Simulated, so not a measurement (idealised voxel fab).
Process module in this document: voxel gate over fins
In the cross-section labelled cut, the width is 145 nm and each square cell is 5 nm.
Square cells in a grid make up a cross-section in this document, and the grid is given as bands, listed from the top down, each one or more rows of cells. The band entry comprises the height of the band's top followed by the height of its bottom, expressed in nm, and subsequently the band's materials from left to right, each stated together with its width in nm. Where a single material is marked with the word "full width", that material fills the band from edge to edge. The word "blank" represents empty space. Below 0: as-received wafer, all one material; heights counted from there. Lowest band: no bottom, goes on down, written "0 -> down". Think of "30 to 40" as a width that walks from the first number to the second as you go down the band, top row to bottom row, taking equal-sized steps from row to row. Where a step carries "nothing altered", the cross-section came out of it unchanged, cell for cell. Listed in "Closed-off voids": every empty space of 8 or more cells without an open way to the top. Form: width x height at distance, the distance being from the left edge, all in nm. Post-settings text on a step line: simulator's own remark regarding the step. Regarding "overlay nm": on a step with a mask, it is the distance the mask lay to the right of its planned place; a negative value places it to the left.

The process steps that were planned are listed below:
- 1: RECEIVE,material Si
- 2: CONFORMAL_DEP,material SiN,thk nm 10
- 3: PATTERN,tone cover,mask id FINS,material resist,width nm 15,pitch nm 35,thk nm 15,overlay nm 0
- 4: DIRECTIONAL_ETCH,etch materials SiN,depth nm 10
- 5: DIRECTIONAL_ETCH,etch materials Si,depth nm 40
- 6: STRIP,etch materials resist
- 7: FILL_DEP,material SiO2,thk nm 5
- 8: CMP,height nm 10
- 9: SELECTIVE_ETCH,etch materials SiO2,depth nm 25
- 10: STRIP,etch materials SiN
- 11: CONFORMAL_DEP,material HfO2,thk nm 5
- 12: CONFORMAL_DEP,material TiN,thk nm 5
- 13: CONFORMAL_DEP,material TiAl,thk nm 5
- 14: CONFORMAL_DEP,material TiN,thk nm 5
- 15: FILL_DEP,material W,thk nm 10
- 16: CMP,height nm 25
- 17: CONFORMAL_DEP,material SiCN,thk nm 5

Cross-section of the wafer at receipt, which is the condition after step 1:
0 -> down | Si full width
Closed-off voids: none

Post-module cross-section of the first of two wafers (run per plan):
30 -> 25 | SiCN full width
25 -> 20 | W full width
20 -> 15 | W 25, TiN 90, W 30
15 -> 10 | W 25, TiN 5, TiAl 80, TiN 5, W 30
10 -> 5 | W 25, TiN 5, TiAl 5, TiN 70, TiAl 5, TiN 5, W 30
5 -> 0 | TiN 30, TiAl 5, TiN 5, HfO2 25, TiN 10, HfO2 25, TiN 5, TiAl 5, TiN 35
0 -> -5 | TiAl 35, TiN 5, HfO2 5, Si 15, HfO2 5, TiN 10, HfO2 5, Si 15, HfO2 5, TiN 5, TiAl 40
-5 -> -10 | TiN 40, HfO2 5, Si 15, HfO2 5, TiN 10, HfO2 5, Si 15, HfO2 5, TiN 45
-10 -> -15 | HfO2 45, Si 15, HfO2 20, Si 15, HfO2 50
-15 -> -40 | SiO2 45, Si 15, SiO2 20, Si 15, SiO2 50
-40 -> down | Si full width
Closed-off voids: none

Module end: cross-section of wafer two of two. Same start and process plan as the first wafer. One mistake during execution:
30 -> 25 | SiCN full width
25 -> 20 | W full width
20 -> 15 | W 25, TiN 95, W 25
15 -> 10 | W 25, TiN 5, TiAl 85, TiN 5, W 25
10 -> 5 | W 25, TiN 5, TiAl 5, TiN 75, TiAl 5, TiN 5, W 25
5 -> 0 | TiN 30, TiAl 5, TiN 5, HfO2 30, TiN 5, HfO2 30, TiN 5, TiAl 5, TiN 30
0 -> -5 | TiAl 35, TiN 5, HfO2 5, Si 20, HfO2 5, TiN 5, HfO2 5, Si 20, HfO2 5, TiN 5, TiAl 35
-5 -> -10 | TiN 40, HfO2 5, Si 20, HfO2 5, TiN 5, HfO2 5, Si 20, HfO2 5, TiN 40
-10 -> -15 | HfO2 45, Si 20, HfO2 15, Si 20, HfO2 45
-15 -> -40 | SiO2 45, Si 20, SiO2 15, Si 20, SiO2 45
-40 -> down | Si full width
Closed-off voids: none
Diagnosis: planned and actual differ for step 3; actual: PATTERN,tone cover,mask id FINS,material resist,width nm 20,pitch nm 35,thk nm 15,overlay nm 0
At the finish, the second wafer shows more or fewer cells for some materials than the first does: 16 more of Si | 10 fewer of SiO2 | 3 fewer of TiN | 3 fewer of W
